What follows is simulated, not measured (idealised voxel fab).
Documented hereafter: the process module known as voxel capacitor over wiring.
190 nm wide, 5 nm square cells: that's cross-section cut.
Square cells in a grid make up a cross-section in this document, and the grid is given as bands, listed from the top down, each one or more rows of cells.
Band entry format. Leading values: height of top, height of bottom, nm. Remainder: materials in left-to-right order, each with its width in nm. Special words: "everywhere" on a single material, which then fills the band edge to edge; "air", empty space.
Height datum 0, below which the as-received substrate wafer is one material. Lowest band open at the bottom, running downward: "0 and below".
Top row gets the first number, bottom row gets the second, and each row in between changes by the same step: that is how a band width like "30..40" works.
"no alteration" (step): cross-section cells unchanged, all of them.
For the entry "Cavities, sealed", the listed items are empty spaces with no open way to the top whose size is 8 cells or more; each item follows the pattern width x height at distance, where distance is from the left edge and all three are in nm.
Whatever follows a step's settings on its line is a remark the simulator itself makes about that step.
overlay nm: mask offset rightward from planned place, masked step; negative means leftward offset.
## Set out below are the planned steps of the process
1 RECEIVE: material Si
2 CONFORMAL_DEP: material SiO2, thk nm 15
3 DIRECTIONAL_DEP: material TiN, thk nm 5
4 DIRECTIONAL_DEP: material Ru, thk nm 15
5 PATTERN: tone cover, mask id METAL_1, material resist, width nm 30, pitch nm 95, thk nm 20, overlay nm 0
6 DIRECTIONAL_ETCH: etch materials Ru, depth nm 15
7 DIRECTIONAL_ETCH: etch materials TiN, depth nm 5
8 STRIP: etch materials resist
9 FILL_DEP: material lowk, thk nm 5
10 CMP: height nm 35
11 CONFORMAL_DEP: material SiCN, thk nm 5
12 DIRECTIONAL_DEP: material SiO2, thk nm 20
13 DIRECTIONAL_DEP: material aC, thk nm 10
14 PATTERN: tone open, mask id PLUG_1, material resist, width nm 15, thk nm 25, overlay nm 0
15 DIRECTIONAL_ETCH: etch materials aC, depth nm 10
16 STRIP: etch materials resist
17 DIRECTIONAL_ETCH: etch materials SiO2, depth nm 20
18 DIRECTIONAL_ETCH: etch materials SiCN, depth nm 5
19 STRIP: etch materials aC
20 EPI: material Ru, thk nm 10
21 EPI: material Ru, thk nm 10
22 EPI: material Ru, thk nm 5
23 DIRECTIONAL_DEP: material TiN, thk nm 5
24 DIRECTIONAL_DEP: material Al2O3, thk nm 5
25 DIRECTIONAL_DEP: material TiN, thk nm 10
26 DIRECTIONAL_DEP: material aC, thk nm 10
27 PATTERN: tone cover, mask id UPPER_PLATE, material resist, width nm 70, thk nm 25, overlay nm 0
28 DIRECTIONAL_ETCH: etch materials aC, depth nm 10
29 STRIP: etch materials resist
30 DIRECTIONAL_ETCH: etch materials TiN, depth nm 10
31 DIRECTIONAL_ETCH: etch materials Al2O3, depth nm 5
32 STRIP: etch materials aC
33 DIRECTIONAL_DEP: material aC, thk nm 15
34 PATTERN: tone cover, mask id LOWER_PLATE, material resist, width nm 80, thk nm 35, overlay nm 0
35 DIRECTIONAL_ETCH: etch materials aC, depth nm 15
36 STRIP: etch materials resist
37 DIRECTIONAL_ETCH: etch materials TiN, depth nm 5
38 STRIP: etch materials aC
39 FILL_DEP: material SiO2, thk nm 15
40 CMP: height nm 90
41 MASKED_ETCH: tone open, mask id PLUG_2, width nm 15, etch materials SiO2, depth nm 10, overlay nm 0
42 CONFORMAL_DEP: material TiN, thk nm 5
43 FILL_DEP: material W, thk nm 10
44 CMP: height nm 90
45 CONFORMAL_DEP: material SiCN, thk nm 5
## first wafer, as planned
## Received-state cross-section, reflecting completion of step 1
> 0 and below: Si everywhere
> Cavities, sealed: none
## Wafer xsec, post step 2
> 15 down to 0: SiO2 everywhere
> Unchanged below 0.
## Wafer xsec, post step 3
> 20 down to 15: TiN everywhere
> Unchanged below 15.
## Wafer xsec, post step 4
> 35 down to 20: Ru everywhere
> Unchanged below 20.
## Wafer xsec, post step 5
> 55 down to 35: air (30), resist (30), air (65), resist (30), air (35)
> Unchanged below 35.
## Wafer xsec, post step 6
> 55 down to 35: air (30), resist (30), air (65), resist (30), air (35)
> 35 down to 20: air (30), Ru (30), air (65), Ru (30), air (35)
> Unchanged below 20.
## Wafer xsec, post step 7
> 55 down to 35: air (30), resist (30), air (65), resist (30), air (35)
> 35 down to 20: air (30), Ru (30), air (65), Ru (30), air (35)
> 20 down to 15: air (30), TiN (30), air (65), TiN (30), air (35)
> Unchanged below 15.
## Wafer xsec, post step 8
> 35 down to 20: air (30), Ru (30), air (65), Ru (30), air (35)
> Unchanged below 20.
## Wafer xsec, post step 9
> 40 down to 35: lowk everywhere
> 35 down to 20: lowk (30), Ru (30), lowk (65), Ru (30), lowk (35)
> 20 down to 15: lowk (30), TiN (30), lowk (65), TiN (30), lowk (35)
> Unchanged below 15.
## Wafer xsec, post step 10
> 35 down to 20: lowk (30), Ru (30), lowk (65), Ru (30), lowk (35)
> Unchanged below 20.
## Wafer xsec, post step 11
> 40 down to 35: SiCN everywhere
> Unchanged below 35.
## Wafer xsec, post step 12
> 60 down to 40: SiO2 everywhere
> Unchanged below 40.
## Wafer xsec, post step 13
> 70 down to 60: aC everywhere
> Unchanged below 60.
## Wafer xsec, post step 14
> 95 down to 70: resist (45), air (15), resist (130)
> Unchanged below 70.
## Wafer xsec, post step 15
> 85 down to 70: resist (45), air (15), resist (130)
> 70 down to 60: aC (45), air (15), aC (130)
> Unchanged below 60.
## Wafer xsec, post step 16
> 70 down to 60: aC (45), air (15), aC (130)
> Unchanged below 60.
## Wafer xsec, post step 17
> 70 down to 60: aC (45), air (15), aC (130)
> 60 down to 40: SiO2 (45), air (15), SiO2 (130)
> Unchanged below 40.
## Wafer xsec, post step 18
> 70 down to 60: aC (45), air (15), aC (130)
> 60 down to 40: SiO2 (45), air (15), SiO2 (130)
> 40 down to 35: SiCN (45), air (15), SiCN (130)
> Unchanged below 35.
## Wafer xsec, post step 19
> 60 down to 40: SiO2 (45), air (15), SiO2 (130)
> Unchanged below 40.
## Wafer xsec, post step 20
> 60 down to 45: SiO2 (45), air (15), SiO2 (130)
> 45 down to 40: SiO2 (45), Ru (15), SiO2 (130)
> 40 down to 35: SiCN (45), Ru (15), SiCN (130)
> Unchanged below 35.
## Wafer xsec, post step 21
> 60 down to 55: SiO2 (45), air (15), SiO2 (130)
> 55 down to 40: SiO2 (45), Ru (15), SiO2 (130)
> Unchanged below 40.
## Wafer xsec, post step 22
> 60 down to 40: SiO2 (45), Ru (15), SiO2 (130)
> Unchanged below 40.
## Wafer xsec, post step 23
> 65 down to 60: TiN everywhere
> Unchanged below 60.
## Wafer xsec, post step 24
> 70 down to 65: Al2O3 everywhere
> Unchanged below 65.
## Wafer xsec, post step 25
> 80 down to 70: TiN everywhere
> Unchanged below 70.
## Wafer xsec, post step 26
> 90 down to 80: aC everywhere
> Unchanged below 80.
## Wafer xsec, post step 27
> 115 down to 90: air (45), resist (70), air (75)
> Unchanged below 90.
## Wafer xsec, post step 28
> 105 down to 90: air (45), resist (70), air (75)
> 90 down to 80: air (45), aC (70), air (75)
> Unchanged below 80.
## Wafer xsec, post step 29
> 90 down to 80: air (45), aC (70), air (75)
> Unchanged below 80.
## Wafer xsec, post step 30
> 90 down to 80: air (45), aC (70), air (75)
> 80 down to 70: air (45), TiN (70), air (75)
> Unchanged below 70.
## Wafer xsec, post step 31
> 90 down to 80: air (45), aC (70), air (75)
> 80 down to 70: air (45), TiN (70), air (75)
> 70 down to 65: air (45), Al2O3 (70), air (75)
> Unchanged below 65.
## Wafer xsec, post step 32
> 80 down to 70: air (45), TiN (70), air (75)
> Unchanged below 70.
## Wafer xsec, post step 33
> 95 down to 80: air (45), aC (70), air (75)
> 80 down to 70: aC (45), TiN (70), aC (75)
> 70 down to 65: aC (45), Al2O3 (70), aC (75)
> Unchanged below 65.
## Wafer xsec, post step 34
> 130 down to 95: air (40), resist (80), air (70)
> 95 down to 80: air (40), resist (5), aC (70), resist (5), air (70)
> Unchanged below 80.
## Wafer xsec, post step 35
> 115 down to 95: air (40), resist (80), air (70)
> 95 down to 80: air (40), resist (5), aC (70), resist (5), air (70)
> 80 down to 70: air (40), aC (5), TiN (70), aC (5), air (70)
> 70 down to 65: air (40), aC (5), Al2O3 (70), aC (5), air (70)
> Unchanged below 65.
## Wafer xsec, post step 36
> 95 down to 80: air (45), aC (70), air (75)
> Unchanged below 80.
## Wafer xsec, post step 37
> 95 down to 80: air (45), aC (70), air (75)
> 80 down to 70: air (40), aC (5), TiN (70), aC (5), air (70)
> 70 down to 65: air (40), aC (5), Al2O3 (70), aC (5), air (70)
> 65 down to 60: air (40), TiN (80), air (70)
> Unchanged below 60.
## Wafer xsec, post step 38
> 80 down to 70: air (45), TiN (70), air (75)
> 70 down to 65: air (45), Al2O3 (70), air (75)
> Unchanged below 65.
## Wafer xsec, post step 39
> 95 down to 80: SiO2 everywhere
> 80 down to 70: SiO2 (45), TiN (70), SiO2 (75)
> 70 down to 65: SiO2 (45), Al2O3 (70), SiO2 (75)
> 65 down to 60: SiO2 (40), TiN (80), SiO2 (70)
> Unchanged below 60.
## Wafer xsec, post step 40
> 90 down to 80: SiO2 everywhere
> Unchanged below 80.
## Wafer xsec, post step 41
> 90 down to 80: SiO2 (55), air (15), SiO2 (120)
> Unchanged below 80.
## Wafer xsec, post step 42
> 95 down to 90: TiN (60), air (5), TiN (125)
> 90 down to 85: SiO2 (55), TiN (5), air (5), TiN (5), SiO2 (120)
> 85 down to 80: SiO2 (55), TiN (15), SiO2 (120)
> Unchanged below 80.
## Wafer xsec, post step 43
> 105 down to 95: W everywhere
> 95 down to 90: TiN (60), W (5), TiN (125)
> 90 down to 85: SiO2 (55), TiN (5), W (5), TiN (5), SiO2 (120)
> Unchanged below 85.
## Wafer xsec, post step 44
> 90 down to 85: SiO2 (55), TiN (5), W (5), TiN (5), SiO2 (120)
> Unchanged below 85.
## Wafer xsec, post step 45
> 95 down to 90: SiCN everywhere
> Unchanged below 90.
## The second wafer was prepared from the same starting point and under the same plan as the first; its processing contained one mistake, and it remains indistinguishable from the first wafer up to and including step 13
## Cross-section of the second wafer when, according to plan, step 14 should have finished
> 95 down to 70: resist (35), air (15), resist (140)
> Unchanged below 70.
## Cross-section of the second wafer when, according to plan, step 15 should have finished
> 85 down to 70: resist (35), air (15), resist (140)
> 70 down to 60: aC (35), air (15), aC (140)
> Unchanged below 60.
## Cross-section of the second wafer when, according to plan, step 16 should have finished
> 70 down to 60: aC (35), air (15), aC (140)
> Unchanged below 60.
## Cross-section of the second wafer when, according to plan, step 17 should have finished
> 70 down to 60: aC (35), air (15), aC (140)
> 60 down to 40: SiO2 (35), air (15), SiO2 (140)
> Unchanged below 40.
## Cross-section of the second wafer when, according to plan, step 18 should have finished
> 70 down to 60: aC (35), air (15), aC (140)
> 60 down to 40: SiO2 (35), air (15), SiO2 (140)
> 40 down to 35: SiCN (35), air (15), SiCN (140)
> Unchanged below 35.
## Cross-section of the second wafer when, according to plan, step 19 should have finished
> 60 down to 40: SiO2 (35), air (15), SiO2 (140)
> Unchanged below 40.
## Cross-section of the second wafer when, according to plan, step 20 should have finished
> 60 down to 45: SiO2 (35), air (15), SiO2 (140)
> 45 down to 40: SiO2 (35), Ru (15), SiO2 (140)
> 40 down to 35: SiCN (35), Ru (15), SiCN (140)
> Unchanged below 35.
## Cross-section of the second wafer when, according to plan, step 21 should have finished
> 60 down to 55: SiO2 (35), air (15), SiO2 (140)
> 55 down to 40: SiO2 (35), Ru (15), SiO2 (140)
> Unchanged below 40.
## Cross-section of the second wafer when, according to plan, step 22 should have finished
> 60 down to 40: SiO2 (35), Ru (15), SiO2 (140)
> Unchanged below 40.
## Cross-section of the second wafer when, according to plan, step 23 should have finished
> 65 down to 60: TiN everywhere
> Unchanged below 60.
## Cross-section of the second wafer when, according to plan, step 24 should have finished
> 70 down to 65: Al2O3 everywhere
> Unchanged below 65.
## Cross-section of the second wafer when, according to plan, step 25 should have finished
> 80 down to 70: TiN everywhere
> Unchanged below 70.
## Cross-section of the second wafer when, according to plan, step 26 should have finished
> 90 down to 80: aC everywhere
> Unchanged below 80.
## Cross-section of the second wafer when, according to plan, step 27 should have finished
> 115 down to 90: air (45), resist (70), air (75)
> Unchanged below 90.
## Cross-section of the second wafer when, according to plan, step 28 should have finished
> 105 down to 90: air (45), resist (70), air (75)
> 90 down to 80: air (45), aC (70), air (75)
> Unchanged below 80.
## Cross-section of the second wafer when, according to plan, step 29 should have finished
> 90 down to 80: air (45), aC (70), air (75)
> Unchanged below 80.
## Cross-section of the second wafer when, according to plan, step 30 should have finished
> 90 down to 80: air (45), aC (70), air (75)
> 80 down to 70: air (45), TiN (70), air (75)
> Unchanged below 70.
## Cross-section of the second wafer when, according to plan, step 31 should have finished
> 90 down to 80: air (45), aC (70), air (75)
> 80 down to 70: air (45), TiN (70), air (75)
> 70 down to 65: air (45), Al2O3 (70), air (75)
> Unchanged below 65.
## Cross-section of the second wafer when, according to plan, step 32 should have finished
> 80 down to 70: air (45), TiN (70), air (75)
> Unchanged below 70.
## Cross-section of the second wafer when, according to plan, step 33 should have finished
> 95 down to 80: air (45), aC (70), air (75)
> 80 down to 70: aC (45), TiN (70), aC (75)
> 70 down to 65: aC (45), Al2O3 (70), aC (75)
> Unchanged below 65.
## Cross-section of the second wafer when, according to plan, step 34 should have finished
> 130 down to 95: air (40), resist (80), air (70)
> 95 down to 80: air (40), resist (5), aC (70), resist (5), air (70)
> Unchanged below 80.
## Cross-section of the second wafer when, according to plan, step 35 should have finished
> 115 down to 95: air (40), resist (80), air (70)
> 95 down to 80: air (40), resist (5), aC (70), resist (5), air (70)
> 80 down to 70: air (40), aC (5), TiN (70), aC (5), air (70)
> 70 down to 65: air (40), aC (5), Al2O3 (70), aC (5), air (70)
> Unchanged below 65.
## Cross-section of the second wafer when, according to plan, step 36 should have finished
> 95 down to 80: air (45), aC (70), air (75)
> Unchanged below 80.
## Cross-section of the second wafer when, according to plan, step 37 should have finished
> 95 down to 80: air (45), aC (70), air (75)
> 80 down to 70: air (40), aC (5), TiN (70), aC (5), air (70)
> 70 down to 65: air (40), aC (5), Al2O3 (70), aC (5), air (70)
> 65 down to 60: air (40), TiN (80), air (70)
> Unchanged below 60.
## Cross-section of the second wafer when, according to plan, step 38 should have finished
> 80 down to 70: air (45), TiN (70), air (75)
> 70 down to 65: air (45), Al2O3 (70), air (75)
> Unchanged below 65.
## Cross-section of the second wafer when, according to plan, step 39 should have finished
> 95 down to 80: SiO2 everywhere
> 80 down to 70: SiO2 (45), TiN (70), SiO2 (75)
> 70 down to 65: SiO2 (45), Al2O3 (70), SiO2 (75)
> 65 down to 60: SiO2 (40), TiN (80), SiO2 (70)
> Unchanged below 60.
## Cross-section of the second wafer when, according to plan, step 40 should have finished
> 90 down to 80: SiO2 everywhere
> Unchanged below 80.
## Cross-section of the second wafer when, according to plan, step 41 should have finished
> 90 down to 80: SiO2 (55), air (15), SiO2 (120)
> Unchanged below 80.
## Cross-section of the second wafer when, according to plan, step 42 should have finished
> 95 down to 90: TiN (60), air (5), TiN (125)
> 90 down to 85: SiO2 (55), TiN (5), air (5), TiN (5), SiO2 (120)
> 85 down to 80: SiO2 (55), TiN (15), SiO2 (120)
> Unchanged below 80.
## Cross-section of the second wafer when, according to plan, step 43 should have finished
> 105 down to 95: W everywhere
> 95 down to 90: TiN (60), W (5), TiN (125)
> 90 down to 85: SiO2 (55), TiN (5), W (5), TiN (5), SiO2 (120)
> Unchanged below 85.
## Cross-section of the second wafer when, according to plan, step 44 should have finished
> 90 down to 85: SiO2 (55), TiN (5), W (5), TiN (5), SiO2 (120)
> Unchanged below 85.
## Cross-section of the second wafer when, according to plan, step 45 should have finished
> 95 down to 90: SiCN everywhere
> Unchanged below 90.
Diagnosis: step 14 went in with a setting other than planned; the actual run was PATTERN: tone open, mask id PLUG_1, material resist, width nm 15, thk nm 25, overlay nm -10
Matching per-material cell counts, mismatched positions: that is how the second wafer compares with the first at the end.
